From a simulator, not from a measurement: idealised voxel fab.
The process module presented herein is designated voxel fin reveal.
cross-section cut | 285 nm wide | cells 5 nm
For the purposes of this document, a cross-section shall be understood as a grid of square cells, specified as bands listed in top-to-bottom order, each band consisting of one or more rows of cells. Per band: top height and bottom height in nm, followed by the left-to-right materials and their widths in nm; "full width" marks a single material spanning edge to edge, "empty" marks empty space. Where do heights start? At 0: under that level the wafer as delivered is made of one material only. And the lowest band has no floor; it just carries on downward, as in "top 0, no bottom". So if you see something like "30 to 40" for the width, read it as the top row of the band sitting at the first number and the bottom row at the second, with every row in between moving by the same amount as the last. When a step is marked "no alterations made", none of the cells in the cross-section changed during that step. "Trapped void list" contains a list of empty spaces, each no smaller than 8 cells and without an open way to the top, written in the form width x height at distance with the distance from the left edge and all three in nm. Where a step's line continues beyond its settings, the continuation is a remark by the simulator itself on that step. overlay nm: mask right of planned place by this much (step with mask). Neg. = left.
[Here's what the planned process steps look like]
step 1: RECEIVE, material Si
step 2: CONFORMAL_DEP, material SiN, thk nm 5
step 3: DIRECTIONAL_DEP, material aC, thk nm 10
step 4: PATTERN, tone cover, mask id FINS, material resist, width nm 15, pitch nm 45, thk nm 30, overlay nm 0
step 5: DIRECTIONAL_ETCH, etch materials aC, depth nm 10
step 6: STRIP, etch materials resist
step 7: DIRECTIONAL_ETCH, etch materials SiN, depth nm 5
step 8: DIRECTIONAL_ETCH, etch materials Si, depth nm 40
step 9: STRIP, etch materials aC
step 10: FILL_DEP, material SiO2, thk nm 15
step 11: CMP, height nm 5
step 12: SELECTIVE_ETCH, etch materials SiO2, depth nm 20
step 13: STRIP, etch materials SiN
step 14: CONFORMAL_DEP, material SiO2, thk nm 5
[Cross-section of the wafer as it came to us, i.e., already through step 1]
	top 0, no bottom | Si full width
	Trapped void list: none
[End-of-module cross-section. Starting structure and process plan as above; one mistake made in running it]
	top 5, bottom 0 | 85 nm empty, 25 nm SiO2, 20 nm empty, 25 nm SiO2, 20 nm empty, 25 nm SiO2, 85 nm empty
	top 0, bottom -30 | 85 nm empty, 5 nm SiO2, 15 nm Si, 5 nm SiO2, 20 nm empty, 5 nm SiO2, 15 nm Si, 5 nm SiO2, 20 nm empty, 5 nm SiO2, 15 nm Si, 5 nm SiO2, 85 nm empty
	top -30, bottom -40 | 90 nm SiO2, 15 nm Si, 30 nm SiO2, 15 nm Si, 30 nm SiO2, 15 nm Si, 90 nm SiO2
	top -40, no bottom | Si full width
	Trapped void list: none
Diagnosis: step 12 of the plan was carried out twice
